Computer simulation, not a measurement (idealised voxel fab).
process module | voxel capacitor over wiring
cross-section cut | 185 nm wide | cells 5 nm
A cross-section is a grid of square cells, given in bands from the top down. A band is one or more rows of cells.
Each band's line starts with the height of the band's top and of its bottom, in nm. Then come its materials from left to right, each with its width in nm. One material with "throughout" fills the band from edge to edge. "air" is empty space.
Height 0 is the level under which the wafer as received is all one material. The lowest band goes on downwards, as in "0 down".
A width such as "30 to 40" changes by the same amount from each row of cells to the next, from the band's top row to its bottom row.
"no change" after a step means that no cell of the cross-section changed.
closed voids: empty space of 8 cells or more with no open way to the top, each as width x height at its distance from the left edge, in nm
after a step's settings: what the simulator itself notes on the step
overlay nm, on a step with a mask: how far to the right of its planned place the mask lay; to the left if negative
Each pair below shows a cross-section before one step and the cross-section after it, down to the lowest band that changed. The line under each pair gives the step between them, with its settings. The pairs can come from different runs of this module on the same starting wafer, so a pair continues from the pair above only where its "before" says so.
before
  0 down: Si throughout
  closed voids: none
after
  10 to 0: SiO2 throughout
  below 0: unchanged
  closed voids: none
the step between: op CONFORMAL_DEP | material SiO2 | thk nm 10
before: the cross-section after the pair above
after
  15 to 10: TiN throughout
  below 10: unchanged
  closed voids: none
the step between: op DIRECTIONAL_DEP | material TiN | thk nm 5
before: the cross-section after the pair above
after
  30 to 15: Ru throughout
  below 15: unchanged
  closed voids: none
the step between: op DIRECTIONAL_DEP | material Ru | thk nm 15
before: the cross-section after the pair above
after
  45 to 30: air 40 | resist 20 | air 60 | resist 20 | air 45
  below 30: unchanged
  closed voids: none
the step between: op PATTERN | tone cover | mask id METAL_1 | material resist | width nm 20 | pitch nm 80 | thk nm 15 | overlay nm 0
before: the cross-section after the pair above
after
  45 to 30: air 40 | resist 20 | air 60 | resist 20 | air 45
  30 to 15: air 40 | Ru 20 | air 60 | Ru 20 | air 45
  below 15: unchanged
  closed voids: none
the step between: op DIRECTIONAL_ETCH | etch materials Ru | depth nm 15
before: the cross-section after the pair above
after
  45 to 30: air 40 | resist 20 | air 60 | resist 20 | air 45
  30 to 15: air 40 | Ru 20 | air 60 | Ru 20 | air 45
  15 to 10: air 40 | TiN 20 | air 60 | TiN 20 | air 45
  below 10: unchanged
  closed voids: none
the step between: op DIRECTIONAL_ETCH | etch materials TiN | depth nm 5
before: the cross-section after the pair above
after
  30 to 15: air 40 | Ru 20 | air 60 | Ru 20 | air 45
  below 15: unchanged
  closed voids: none
the step between: op STRIP | etch materials resist
before: the cross-section after the pair above
after
  40 to 30: lowk throughout
  30 to 15: lowk 40 | Ru 20 | lowk 60 | Ru 20 | lowk 45
  15 to 10: lowk 40 | TiN 20 | lowk 60 | TiN 20 | lowk 45
  below 10: unchanged
  closed voids: none
the step between: op FILL_DEP | material lowk | thk nm 10
before: the cross-section after the pair above
after
  30 to 15: lowk 40 | Ru 20 | lowk 60 | Ru 20 | lowk 45
  below 15: unchanged
  closed voids: none
the step between: op CMP | height nm 30
before: the cross-section after the pair above
after
  35 to 30: SiCN throughout
  below 30: unchanged
  closed voids: none
the step between: op CONFORMAL_DEP | material SiCN | thk nm 5
before: the cross-section after the pair above
after
  45 to 35: SiO2 throughout
  below 35: unchanged
  closed voids: none
the step between: op DIRECTIONAL_DEP | material SiO2 | thk nm 10
before: the cross-section after the pair above
after
  55 to 45: aC throughout
  below 45: unchanged
  closed voids: none
the step between: op DIRECTIONAL_DEP | material aC | thk nm 10
before: the cross-section after the pair above
after
  85 to 55: resist 45 | air 15 | resist 125
  below 55: unchanged
  closed voids: none
the step between: op PATTERN | tone open | mask id PLUG_1 | material resist | width nm 15 | thk nm 30 | overlay nm 0
before: the cross-section after the pair above
after
  75 to 55: resist 45 | air 15 | resist 125
  55 to 45: aC 45 | air 15 | aC 125
  below 45: unchanged
  closed voids: none
the step between: op DIRECTIONAL_ETCH | etch materials aC | depth nm 10
before: the cross-section after the pair above
after
  55 to 45: aC 45 | air 15 | aC 125
  below 45: unchanged
  closed voids: none
the step between: op STRIP | etch materials resist
before: the cross-section after the pair above
after
  55 to 45: aC 45 | air 15 | aC 125
  45 to 35: SiO2 45 | air 15 | SiO2 125
  below 35: unchanged
  closed voids: none
the step between: op DIRECTIONAL_ETCH | etch materials SiO2 | depth nm 10
before: the cross-section after the pair above
after
  55 to 45: aC 45 | air 15 | aC 125
  45 to 35: SiO2 45 | air 15 | SiO2 125
  35 to 30: SiCN 45 | air 15 | SiCN 125
  below 30: unchanged
  closed voids: none
the step between: op DIRECTIONAL_ETCH | etch materials SiCN | depth nm 5
before: the cross-section after the pair above
after
  45 to 35: SiO2 45 | air 15 | SiO2 125
  below 35: unchanged
  closed voids: none
the step between: op STRIP | etch materials aC
before: the cross-section after the pair above
after
  45 to 40: SiO2 45 | air 15 | SiO2 125
  40 to 35: SiO2 45 | Ru 15 | SiO2 125
  35 to 30: SiCN 45 | Ru 15 | SiCN 125
  below 30: unchanged
  closed voids: none
the step between: op EPI | material Ru | thk nm 10
before: the cross-section after the pair above
after
  45 to 35: SiO2 45 | Ru 15 | SiO2 125
  below 35: unchanged
  closed voids: none
the step between: op EPI | material Ru | thk nm 5
before: the cross-section after the pair above
after
  50 to 45: TiN throughout
  below 45: unchanged
  closed voids: none
the step between: op DIRECTIONAL_DEP | material TiN | thk nm 5
before: the cross-section after the pair above
after
  55 to 50: SiN throughout
  below 50: unchanged
  closed voids: none
the step between: op DIRECTIONAL_DEP | material SiN | thk nm 5
before: the cross-section after the pair above
after
  65 to 55: TiN throughout
  below 55: unchanged
  closed voids: none
the step between: op DIRECTIONAL_DEP | material TiN | thk nm 10
before: the cross-section after the pair above
after
  80 to 65: aC throughout
  below 65: unchanged
  closed voids: none
the step between: op DIRECTIONAL_DEP | material aC | thk nm 15
before: the cross-section after the pair above
after
  110 to 80: air 45 | resist 65 | air 75
  below 80: unchanged
  closed voids: none
the step between: op PATTERN | tone cover | mask id UPPER_PLATE | material resist | width nm 65 | thk nm 30 | overlay nm 0
before: the cross-section after the pair above
after
  95 to 80: air 45 | resist 65 | air 75
  80 to 65: air 45 | aC 65 | air 75
  below 65: unchanged
  closed voids: none
the step between: op DIRECTIONAL_ETCH | etch materials aC | depth nm 15
before: the cross-section after the pair above
after
  80 to 65: air 45 | aC 65 | air 75
  below 65: unchanged
  closed voids: none
the step between: op STRIP | etch materials resist
before: the cross-section after the pair above
after
  80 to 65: air 45 | aC 65 | air 75
  65 to 55: air 45 | TiN 65 | air 75
  below 55: unchanged
  closed voids: none
the step between: op DIRECTIONAL_ETCH | etch materials TiN | depth nm 10
before: the cross-section after the pair above
after
  80 to 65: air 45 | aC 65 | air 75
  65 to 55: air 45 | TiN 65 | air 75
  55 to 50: air 45 | SiN 65 | air 75
  below 50: unchanged
  closed voids: none
the step between: op DIRECTIONAL_ETCH | etch materials SiN | depth nm 5
before: the cross-section after the pair above
after
  65 to 55: air 45 | TiN 65 | air 75
  below 55: unchanged
  closed voids: none
the step between: op STRIP | etch materials aC
before: the cross-section after the pair above
after
  80 to 65: air 40 | resist 75 | air 70
  65 to 55: air 40 | resist 5 | TiN 65 | resist 5 | air 70
  55 to 50: air 40 | resist 5 | SiN 65 | resist 5 | air 70
  below 50: unchanged
  closed voids: none
the step between: op PATTERN | tone cover | mask id LOWER_PLATE | material resist | width nm 75 | thk nm 15 | overlay nm 0
before: the cross-section after the pair above
after
  80 to 65: air 40 | resist 75 | air 70
  65 to 55: air 40 | resist 5 | TiN 65 | resist 5 | air 70
  55 to 50: air 40 | resist 5 | SiN 65 | resist 5 | air 70
  50 to 45: air 40 | TiN 75 | air 70
  below 45: unchanged
  closed voids: none
the step between: op DIRECTIONAL_ETCH | etch materials TiN | depth nm 5
before: the cross-section after the pair above
after
  65 to 55: air 45 | TiN 65 | air 75
  55 to 50: air 45 | SiN 65 | air 75
  below 50: unchanged
  closed voids: none
the step between: op STRIP | etch materials resist
before: the cross-section after the pair above
after
  85 to 65: SiO2 throughout
  65 to 55: SiO2 45 | TiN 65 | SiO2 75
  55 to 50: SiO2 45 | SiN 65 | SiO2 75
  50 to 45: SiO2 40 | TiN 75 | SiO2 70
  below 45: unchanged
  closed voids: none
the step between: op FILL_DEP | material SiO2 | thk nm 20
before: the cross-section after the pair above
after
  80 to 65: SiO2 throughout
  below 65: unchanged
  closed voids: none
the step between: op CMP | height nm 80
before: the cross-section after the pair above
after
  95 to 80: resist 55 | air 15 | resist 115
  below 80: unchanged
  closed voids: none
the step between: op PATTERN | tone open | mask id PLUG_2 | material resist | width nm 15 | thk nm 15 | overlay nm 0
before: the cross-section after the pair above
after
  95 to 80: resist 55 | air 15 | resist 115
  80 to 65: SiO2 55 | air 15 | SiO2 115
  below 65: unchanged
  closed voids: none
the step between: op DIRECTIONAL_ETCH | etch materials SiO2 | depth nm 15
before: the cross-section after the pair above
after
  80 to 65: SiO2 55 | air 15 | SiO2 115
  below 65: unchanged
  closed voids: none
the step between: op STRIP | etch materials resist
before: the cross-section after the pair above
after
  85 to 80: TiN 60 | air 5 | TiN 120
  80 to 70: SiO2 55 | TiN 5 | air 5 | TiN 5 | SiO2 115
  70 to 65: SiO2 55 | TiN 15 | SiO2 115
  below 65: unchanged
  closed voids: none
the step between: op CONFORMAL_DEP | material TiN | thk nm 5
before: the cross-section after the pair above
after
  90 to 85: W throughout
  85 to 80: TiN 60 | W 5 | TiN 120
  80 to 70: SiO2 55 | TiN 5 | W 5 | TiN 5 | SiO2 115
  below 70: unchanged
  closed voids: none
the step between: op FILL_DEP | material W | thk nm 5
before: the cross-section after the pair above
after
  80 to 70: SiO2 55 | TiN 5 | W 5 | TiN 5 | SiO2 115
  below 70: unchanged
  closed voids: none
the step between: op CMP | height nm 80
before: the cross-section after the pair above
after
  85 to 80: SiN throughout
  below 80: unchanged
  closed voids: none
the step between: op CONFORMAL_DEP | material SiN | thk nm 5
before
  10 to 0: SiO2 throughout
  0 down: Si throughout
  closed voids: none
after
  25 to 10: Ru throughout
  below 10: unchanged
  closed voids: none
the step between: op DIRECTIONAL_DEP | material Ru | thk nm 15
before: the cross-section after the pair above
after
  40 to 25: air 40 | resist 20 | air 60 | resist 20 | air 45
  below 25: unchanged
  closed voids: none
the step between: op PATTERN | tone cover | mask id METAL_1 | material resist | width nm 20 | pitch nm 80 | thk nm 15 | overlay nm 0
before: the cross-section after the pair above
after
  40 to 25: air 40 | resist 20 | air 60 | resist 20 | air 45
  25 to 10: air 40 | Ru 20 | air 60 | Ru 20 | air 45
  below 10: unchanged
  closed voids: none
the step between: op DIRECTIONAL_ETCH | etch materials Ru | depth nm 15
before: the cross-section after the pair above
after
  25 to 10: air 40 | Ru 20 | air 60 | Ru 20 | air 45
  below 10: unchanged
  closed voids: none
the step between: op STRIP | etch materials resist
before: the cross-section after the pair above
after
  35 to 25: lowk throughout
  25 to 10: lowk 40 | Ru 20 | lowk 60 | Ru 20 | lowk 45
  below 10: unchanged
  closed voids: none
the step between: op FILL_DEP | material lowk | thk nm 10
before: the cross-section after the pair above
after
  30 to 25: lowk throughout
  below 25: unchanged
  closed voids: none
the step between: op CMP | height nm 30
before: the cross-section after the pair above
after
  35 to 30: SiCN throughout
  below 30: unchanged
  closed voids: none
the step between: op CONFORMAL_DEP | material SiCN | thk nm 5
before: the cross-section after the pair above
after
  45 to 35: SiO2 throughout
  below 35: unchanged
  closed voids: none
the step between: op DIRECTIONAL_DEP | material SiO2 | thk nm 10
before: the cross-section after the pair above
after
  55 to 45: aC throughout
  below 45: unchanged
  closed voids: none
the step between: op DIRECTIONAL_DEP | material aC | thk nm 10
before: the cross-section after the pair above
after
  85 to 55: resist 45 | air 15 | resist 125
  below 55: unchanged
  closed voids: none
the step between: op PATTERN | tone open | mask id PLUG_1 | material resist | width nm 15 | thk nm 30 | overlay nm 0
before: the cross-section after the pair above
after
  75 to 55: resist 45 | air 15 | resist 125
  55 to 45: aC 45 | air 15 | aC 125
  below 45: unchanged
  closed voids: none
the step between: op DIRECTIONAL_ETCH | etch materials aC | depth nm 10
before: the cross-section after the pair above
after
  55 to 45: aC 45 | air 15 | aC 125
  below 45: unchanged
  closed voids: none
the step between: op STRIP | etch materials resist
before: the cross-section after the pair above
after
  55 to 45: aC 45 | air 15 | aC 125
  45 to 35: SiO2 45 | air 15 | SiO2 125
  below 35: unchanged
  closed voids: none
the step between: op DIRECTIONAL_ETCH | etch materials SiO2 | depth nm 10
before: the cross-section after the pair above
after
  55 to 45: aC 45 | air 15 | aC 125
  45 to 35: SiO2 45 | air 15 | SiO2 125
  35 to 30: SiCN 45 | air 15 | SiCN 125
  below 30: unchanged
  closed voids: none
the step between: op DIRECTIONAL_ETCH | etch materials SiCN | depth nm 5
before: the cross-section after the pair above
after
  45 to 35: SiO2 45 | air 15 | SiO2 125
  below 35: unchanged
  closed voids: none
the step between: op STRIP | etch materials aC
before: the cross-section after the pair above
after
  50 to 45: TiN 45 | air 15 | TiN 125
  45 to 35: SiO2 45 | air 15 | SiO2 125
  35 to 30: SiCN 45 | TiN 15 | SiCN 125
  below 30: unchanged
  closed voids: none
the step between: op DIRECTIONAL_DEP | material TiN | thk nm 5
before: the cross-section after the pair above
after
  55 to 50: SiN 45 | air 15 | SiN 125
  50 to 45: TiN 45 | air 15 | TiN 125
  45 to 40: SiO2 45 | air 15 | SiO2 125
  40 to 35: SiO2 45 | SiN 15 | SiO2 125
  below 35: unchanged
  closed voids: none
the step between: op DIRECTIONAL_DEP | material SiN | thk nm 5
before: the cross-section after the pair above
after
  65 to 55: TiN 45 | air 15 | TiN 125
  55 to 50: SiN 45 | air 15 | SiN 125
  50 to 45: TiN throughout
  45 to 40: SiO2 45 | TiN 15 | SiO2 125
  below 40: unchanged
  closed voids: none
the step between: op DIRECTIONAL_DEP | material TiN | thk nm 10
before: the cross-section after the pair above
after
  80 to 65: aC 45 | air 15 | aC 125
  65 to 55: TiN 45 | aC 15 | TiN 125
  55 to 50: SiN 45 | aC 15 | SiN 125
  below 50: unchanged
  closed voids: none
the step between: op DIRECTIONAL_DEP | material aC | thk nm 15
before: the cross-section after the pair above
after
  110 to 80: air 45 | resist 65 | air 75
  80 to 65: aC 45 | resist 15 | aC 125
  below 65: unchanged
  closed voids: none
the step between: op PATTERN | tone cover | mask id UPPER_PLATE | material resist | width nm 65 | thk nm 30 | overlay nm 0
before: the cross-section after the pair above
after
  95 to 80: air 45 | resist 65 | air 75
  80 to 65: air 45 | resist 15 | aC 50 | air 75
  below 65: unchanged
  closed voids: none
the step between: op DIRECTIONAL_ETCH | etch materials aC | depth nm 15
before: the cross-section after the pair above
after
  80 to 65: air 60 | aC 50 | air 75
  below 65: unchanged
  closed voids: none
the step between: op STRIP | etch materials resist
before: the cross-section after the pair above
after
  80 to 65: air 60 | aC 50 | air 75
  65 to 55: air 45 | aC 15 | TiN 50 | air 75
  below 55: unchanged
  closed voids: none
the step between: op DIRECTIONAL_ETCH | etch materials TiN | depth nm 10
before: the cross-section after the pair above
after
  80 to 65: air 60 | aC 50 | air 75
  65 to 55: air 45 | aC 15 | TiN 50 | air 75
  55 to 50: air 45 | aC 15 | SiN 50 | air 75
  below 50: unchanged
  closed voids: none
the step between: op DIRECTIONAL_ETCH | etch materials SiN | depth nm 5
before: the cross-section after the pair above
after
  65 to 55: air 60 | TiN 50 | air 75
  55 to 50: air 60 | SiN 50 | air 75
  below 50: unchanged
  closed voids: none
the step between: op STRIP | etch materials aC
before: the cross-section after the pair above
after
  80 to 65: air 40 | resist 75 | air 70
  65 to 55: air 40 | resist 20 | TiN 50 | resist 5 | air 70
  55 to 50: air 40 | resist 20 | SiN 50 | resist 5 | air 70
  below 50: unchanged
  closed voids: none
the step between: op PATTERN | tone cover | mask id LOWER_PLATE | material resist | width nm 75 | thk nm 15 | overlay nm 0
before: the cross-section after the pair above
after
  80 to 65: air 40 | resist 75 | air 70
  65 to 55: air 40 | resist 20 | TiN 50 | resist 5 | air 70
  55 to 50: air 40 | resist 20 | SiN 50 | resist 5 | air 70
  50 to 45: air 40 | TiN 75 | air 70
  below 45: unchanged
  closed voids: none
the step between: op DIRECTIONAL_ETCH | etch materials TiN | depth nm 5
before: the cross-section after the pair above
after
  65 to 55: air 60 | TiN 50 | air 75
  55 to 50: air 60 | SiN 50 | air 75
  below 50: unchanged
  closed voids: none
the step between: op STRIP | etch materials resist
before: the cross-section after the pair above
after
  85 to 65: SiO2 throughout
  65 to 55: SiO2 60 | TiN 50 | SiO2 75
  55 to 50: SiO2 60 | SiN 50 | SiO2 75
  50 to 40: SiO2 40 to 45 | TiN 75 to 15 | SiO2 70 to 125
  below 40: unchanged
  closed voids: none
the step between: op FILL_DEP | material SiO2 | thk nm 20
before: the cross-section after the pair above
after
  80 to 65: SiO2 throughout
  below 65: unchanged
  closed voids: none
the step between: op CMP | height nm 80
before: the cross-section after the pair above
after
  95 to 80: resist 55 | air 15 | resist 115
  below 80: unchanged
  closed voids: none
the step between: op PATTERN | tone open | mask id PLUG_2 | material resist | width nm 15 | thk nm 15 | overlay nm 0
before: the cross-section after the pair above
after
  95 to 80: resist 55 | air 15 | resist 115
  80 to 65: SiO2 55 | air 15 | SiO2 115
  below 65: unchanged
  closed voids: none
the step between: op DIRECTIONAL_ETCH | etch materials SiO2 | depth nm 15
before: the cross-section after the pair above
after
  80 to 65: SiO2 55 | air 15 | SiO2 115
  below 65: unchanged
  closed voids: none
the step between: op STRIP | etch materials resist
before: the cross-section after the pair above
after
  85 to 80: TiN 60 | air 5 | TiN 120
  80 to 70: SiO2 55 | TiN 5 | air 5 | TiN 5 | SiO2 115
  70 to 65: SiO2 55 | TiN 15 | SiO2 115
  below 65: unchanged
  closed voids: none
the step between: op CONFORMAL_DEP | material TiN | thk nm 5
before: the cross-section after the pair above
after
  90 to 85: W throughout
  85 to 80: TiN 60 | W 5 | TiN 120
  80 to 70: SiO2 55 | TiN 5 | W 5 | TiN 5 | SiO2 115
  below 70: unchanged
  closed voids: none
the step between: op FILL_DEP | material W | thk nm 5
before: the cross-section after the pair above
after
  80 to 70: SiO2 55 | TiN 5 | W 5 | TiN 5 | SiO2 115
  below 70: unchanged
  closed voids: none
the step between: op CMP | height nm 80
before: the cross-section after the pair above
after
  85 to 80: SiN throughout
  below 80: unchanged
  closed voids: none
the step between: op CONFORMAL_DEP | material SiN | thk nm 5
before
  45 to 40: SiO2 45 | air 15 | SiO2 125
  40 to 35: SiO2 45 | Ru 15 | SiO2 125
  35 to 30: SiCN 45 | Ru 15 | SiCN 125
  30 to 15: lowk 40 | Ru 20 | lowk 60 | Ru 20 | lowk 45
  15 to 10: lowk 40 | TiN 20 | lowk 60 | TiN 20 | lowk 45
  10 to 0: SiO2 throughout
  0 down: Si throughout
  closed voids: none
after
  50 to 45: air 40 | Ru 25 | air 120
  45 to 35: SiO2 45 | Ru 15 | SiO2 125
  below 35: unchanged
  closed voids: none
the step between: op EPI | material Ru | thk nm 10
before: the cross-section after the pair above
after
  55 to 45: air 35 | Ru 35 | air 115
  below 45: unchanged
  closed voids: none
the step between: op EPI | material Ru | thk nm 5
before: the cross-section after the pair above
after
  60 to 55: air 35 | TiN 35 | air 115
  55 to 50: air 35 | Ru 35 | air 115
  50 to 45: TiN 35 | Ru 35 | TiN 115
  below 45: unchanged
  closed voids: none
the step between: op DIRECTIONAL_DEP | material TiN | thk nm 5
before: the cross-section after the pair above
after
  65 to 60: air 35 | SiN 35 | air 115
  60 to 55: air 35 | TiN 35 | air 115
  55 to 50: SiN 35 | Ru 35 | SiN 115
  below 50: unchanged
  closed voids: none
the step between: op DIRECTIONAL_DEP | material SiN | thk nm 5
before: the cross-section after the pair above
after
  75 to 65: air 35 | TiN 35 | air 115
  65 to 60: TiN 35 | SiN 35 | TiN 115
  60 to 55: TiN throughout
  below 55: unchanged
  closed voids: none
the step between: op DIRECTIONAL_DEP | material TiN | thk nm 10
before: the cross-section after the pair above
after
  90 to 80: air 35 | aC 35 | air 115
  80 to 75: aC throughout
  75 to 65: aC 35 | TiN 35 | aC 115
  below 65: unchanged
  closed voids: none
the step between: op DIRECTIONAL_DEP | material aC | thk nm 15
before: the cross-section after the pair above
after
  120 to 90: air 45 | resist 65 | air 75
  90 to 80: air 35 | aC 35 | resist 40 | air 75
  below 80: unchanged
  closed voids: none
the step between: op PATTERN | tone cover | mask id UPPER_PLATE | material resist | width nm 65 | thk nm 30 | overlay nm 0
before: the cross-section after the pair above
after
  105 to 90: air 45 | resist 65 | air 75
  90 to 80: air 45 | aC 25 | resist 40 | air 75
  80 to 75: air 45 | aC 65 | air 75
  75 to 65: air 35 | TiN 35 | aC 40 | air 75
  below 65: unchanged
  closed voids: none
the step between: op DIRECTIONAL_ETCH | etch materials aC | depth nm 15
before: the cross-section after the pair above
after
  90 to 80: air 45 | aC 25 | air 115
  below 80: unchanged
  closed voids: none
the step between: op STRIP | etch materials resist
before: the cross-section after the pair above
after
  90 to 80: air 45 | aC 25 | air 115
  80 to 75: air 45 | aC 65 | air 75
  75 to 65: air 45 | TiN 25 | aC 40 | air 75
  65 to 60: air 35 | SiN 35 | TiN 40 | air 75
  60 to 55: air 35 | TiN 75 | air 75
  below 55: unchanged
  closed voids: none
the step between: op DIRECTIONAL_ETCH | etch materials TiN | depth nm 10
before: the cross-section after the pair above
after
  90 to 80: air 45 | aC 25 | air 115
  80 to 75: air 45 | aC 65 | air 75
  75 to 65: air 45 | TiN 25 | aC 40 | air 75
  65 to 60: air 45 | SiN 25 | TiN 40 | air 75
  60 to 55: air 35 | TiN 75 | air 75
  55 to 50: air 35 | Ru 35 | SiN 40 | air 75
  below 50: unchanged
  closed voids: none
the step between: op DIRECTIONAL_ETCH | etch materials SiN | depth nm 5
before: the cross-section after the pair above
after
  75 to 65: air 45 | TiN 25 | air 115
  below 65: unchanged
  closed voids: none
the step between: op STRIP | etch materials aC
before: the cross-section after the pair above
after
  90 to 75: air 40 | resist 75 | air 70
  75 to 65: air 40 | resist 5 | TiN 25 | resist 45 | air 70
  65 to 60: air 40 | resist 5 | SiN 25 | TiN 40 | resist 5 | air 70
  60 to 55: air 35 | TiN 75 | resist 5 | air 70
  55 to 50: air 35 | Ru 35 | SiN 40 | resist 5 | air 70
  below 50: unchanged
  closed voids: none
the step between: op PATTERN | tone cover | mask id LOWER_PLATE | material resist | width nm 75 | thk nm 15 | overlay nm 0
before: the cross-section after the pair above
after
  90 to 75: air 40 | resist 75 | air 70
  75 to 65: air 40 | resist 5 | TiN 25 | resist 45 | air 70
  65 to 60: air 40 | resist 5 | SiN 25 | TiN 40 | resist 5 | air 70
  60 to 55: air 40 | TiN 70 | resist 5 | air 70
  55 to 50: air 35 | Ru 35 | SiN 40 | resist 5 | air 70
  50 to 45: air 35 | Ru 35 | TiN 45 | air 70
  below 45: unchanged
  closed voids: none
the step between: op DIRECTIONAL_ETCH | etch materials TiN | depth nm 5
before: the cross-section after the pair above
after
  75 to 65: air 45 | TiN 25 | air 115
  65 to 60: air 45 | SiN 25 | TiN 40 | air 75
  60 to 55: air 40 | TiN 70 | air 75
  55 to 50: air 35 | Ru 35 | SiN 40 | air 75
  below 50: unchanged
  closed voids: none
the step between: op STRIP | etch materials resist
before: the cross-section after the pair above
after
  95 to 75: SiO2 throughout
  75 to 65: SiO2 45 | TiN 25 | SiO2 115
  65 to 60: SiO2 45 | SiN 25 | TiN 40 | SiO2 75
  60 to 55: SiO2 40 | TiN 70 | SiO2 75
  55 to 50: SiO2 35 | Ru 35 | SiN 40 | SiO2 75
  50 to 45: SiO2 35 | Ru 35 | TiN 45 | SiO2 70
  below 45: unchanged
  closed voids: none
the step between: op FILL_DEP | material SiO2 | thk nm 20
before: the cross-section after the pair above
after
  80 to 75: SiO2 throughout
  below 75: unchanged
  closed voids: none
the step between: op CMP | height nm 80
before: the cross-section after the pair above
after
  95 to 80: resist 55 | air 15 | resist 115
  below 80: unchanged
  closed voids: none
the step between: op PATTERN | tone open | mask id PLUG_2 | material resist | width nm 15 | thk nm 15 | overlay nm 0
before: the cross-section after the pair above
after
  95 to 80: resist 55 | air 15 | resist 115
  80 to 75: SiO2 55 | air 15 | SiO2 115
  below 75: unchanged
  closed voids: none
the step between: op DIRECTIONAL_ETCH | etch materials SiO2 | depth nm 15
before: the cross-section after the pair above
after
  80 to 75: SiO2 55 | air 15 | SiO2 115
  below 75: unchanged
  closed voids: none
the step between: op STRIP | etch materials resist
before: the cross-section after the pair above
after
  85 to 80: TiN 60 | air 5 | TiN 120
  80 to 75: SiO2 55 | TiN 15 | SiO2 115
  below 75: unchanged
  closed voids: none
the step between: op CONFORMAL_DEP | material TiN | thk nm 5
before: the cross-section after the pair above
after
  90 to 85: W throughout
  85 to 80: TiN 60 | W 5 | TiN 120
  below 80: unchanged
  closed voids: none
the step between: op FILL_DEP | material W | thk nm 5
before: the cross-section after the pair above
after
  80 to 75: SiO2 55 | TiN 15 | SiO2 115
  below 75: unchanged
  closed voids: none
the step between: op CMP | height nm 80
before: the cross-section after the pair above
after
  85 to 80: SiN throughout
  below 80: unchanged
  closed voids: none
the step between: op CONFORMAL_DEP | material SiN | thk nm 5
before
  30 to 15: lowk 40 | Ru 20 | lowk 60 | Ru 20 | lowk 45
  15 to 10: lowk 40 | TiN 20 | lowk 60 | TiN 20 | lowk 45
  10 to 0: SiO2 throughout
  0 down: Si throughout
  closed voids: none
after
  40 to 30: SiO2 throughout
  below 30: unchanged
  closed voids: none
the step between: op DIRECTIONAL_DEP | material SiO2 | thk nm 10
before: the cross-section after the pair above
after
  45 to 40: SiCN throughout
  below 40: unchanged
  closed voids: none
the step between: op CONFORMAL_DEP | material SiCN | thk nm 5
before: the cross-section after the pair above
after
  55 to 45: aC throughout
  below 45: unchanged
  closed voids: none
the step between: op DIRECTIONAL_DEP | material aC | thk nm 10
before: the cross-section after the pair above
after
  85 to 55: resist 45 | air 15 | resist 125
  below 55: unchanged
  closed voids: none
the step between: op PATTERN | tone open | mask id PLUG_1 | material resist | width nm 15 | thk nm 30 | overlay nm 0
before: the cross-section after the pair above
after
  75 to 55: resist 45 | air 15 | resist 125
  55 to 45: aC 45 | air 15 | aC 125
  below 45: unchanged
  closed voids: none
the step between: op DIRECTIONAL_ETCH | etch materials aC | depth nm 10
before: the cross-section after the pair above
after
  55 to 45: aC 45 | air 15 | aC 125
  below 45: unchanged
  closed voids: none
the step between: op STRIP | etch materials resist
before: the cross-section after the pair above
after
  55 to 45: aC 45 | air 15 | aC 125
  45 to 40: SiCN 45 | air 15 | SiCN 125
  below 40: unchanged
  closed voids: none
the step between: op DIRECTIONAL_ETCH | etch materials SiCN | depth nm 5
before: the cross-section after the pair above
after
  45 to 40: SiCN 45 | air 15 | SiCN 125
  below 40: unchanged
  closed voids: none
the step between: op STRIP | etch materials aC
before: the cross-section after the pair above
after
  50 to 45: TiN 45 | air 15 | TiN 125
  45 to 40: SiCN 45 | TiN 15 | SiCN 125
  below 40: unchanged
  closed voids: none
the step between: op DIRECTIONAL_DEP | material TiN | thk nm 5
before: the cross-section after the pair above
after
  55 to 50: SiN 45 | air 15 | SiN 125
  50 to 45: TiN 45 | SiN 15 | TiN 125
  below 45: unchanged
  closed voids: none
the step between: op DIRECTIONAL_DEP | material SiN | thk nm 5
before: the cross-section after the pair above
after
  65 to 60: TiN 45 | air 15 | TiN 125
  60 to 55: TiN throughout
  55 to 50: SiN 45 | TiN 15 | SiN 125
  below 50: unchanged
  closed voids: none
the step between: op DIRECTIONAL_DEP | material TiN | thk nm 10
before: the cross-section after the pair above
after
  80 to 75: aC 45 | air 15 | aC 125
  75 to 65: aC throughout
  65 to 60: TiN 45 | aC 15 | TiN 125
  below 60: unchanged
  closed voids: none
the step between: op DIRECTIONAL_DEP | material aC | thk nm 15
before: the cross-section after the pair above
after
  110 to 80: air 45 | resist 65 | air 75
  80 to 75: aC 45 | resist 15 | aC 125
  below 75: unchanged
  closed voids: none
the step between: op PATTERN | tone cover | mask id UPPER_PLATE | material resist | width nm 65 | thk nm 30 | overlay nm 0
before: the cross-section after the pair above
after
  95 to 80: air 45 | resist 65 | air 75
  80 to 75: air 45 | resist 15 | aC 50 | air 75
  75 to 65: air 45 | aC 65 | air 75
  below 65: unchanged
  closed voids: none
the step between: op DIRECTIONAL_ETCH | etch materials aC | depth nm 15
before: the cross-section after the pair above
after
  80 to 75: air 60 | aC 50 | air 75
  below 75: unchanged
  closed voids: none
the step between: op STRIP | etch materials resist
before: the cross-section after the pair above
after
  80 to 75: air 60 | aC 50 | air 75
  75 to 65: air 45 | aC 65 | air 75
  65 to 60: air 45 | aC 15 | TiN 50 | air 75
  60 to 55: air 45 | TiN 65 | air 75
  below 55: unchanged
  closed voids: none
the step between: op DIRECTIONAL_ETCH | etch materials TiN | depth nm 10
before: the cross-section after the pair above
after
  80 to 75: air 60 | aC 50 | air 75
  75 to 65: air 45 | aC 65 | air 75
  65 to 60: air 45 | aC 15 | TiN 50 | air 75
  60 to 55: air 45 | TiN 65 | air 75
  55 to 50: air 45 | TiN 15 | SiN 50 | air 75
  below 50: unchanged
  closed voids: none
the step between: op DIRECTIONAL_ETCH | etch materials SiN | depth nm 5
before: the cross-section after the pair above
after
  65 to 55: air 60 to 45 | TiN 50 to 65 | air 75
  below 55: unchanged
  closed voids: none
the step between: op STRIP | etch materials aC
before: the cross-section after the pair above
after
  80 to 65: air 40 | resist 75 | air 70
  65 to 55: air 40 | resist 20 to 5 | TiN 50 to 65 | resist 5 | air 70
  55 to 50: air 40 | resist 5 | TiN 15 | SiN 50 | resist 5 | air 70
  below 50: unchanged
  closed voids: none
the step between: op PATTERN | tone cover | mask id LOWER_PLATE | material resist | width nm 75 | thk nm 15 | overlay nm 0
before: the cross-section after the pair above
after
  80 to 65: air 40 | resist 75 | air 70
  65 to 55: air 40 | resist 20 to 5 | TiN 50 to 65 | resist 5 | air 70
  55 to 50: air 40 | resist 5 | TiN 15 | SiN 50 | resist 5 | air 70
  50 to 45: air 40 | TiN 5 | SiN 15 | TiN 55 | air 70
  below 45: unchanged
  closed voids: none
the step between: op DIRECTIONAL_ETCH | etch materials TiN | depth nm 5
before: the cross-section after the pair above
after
  65 to 55: air 60 to 45 | TiN 50 to 65 | air 75
  55 to 50: air 45 | TiN 15 | SiN 50 | air 75
  below 50: unchanged
  closed voids: none
the step between: op STRIP | etch materials resist
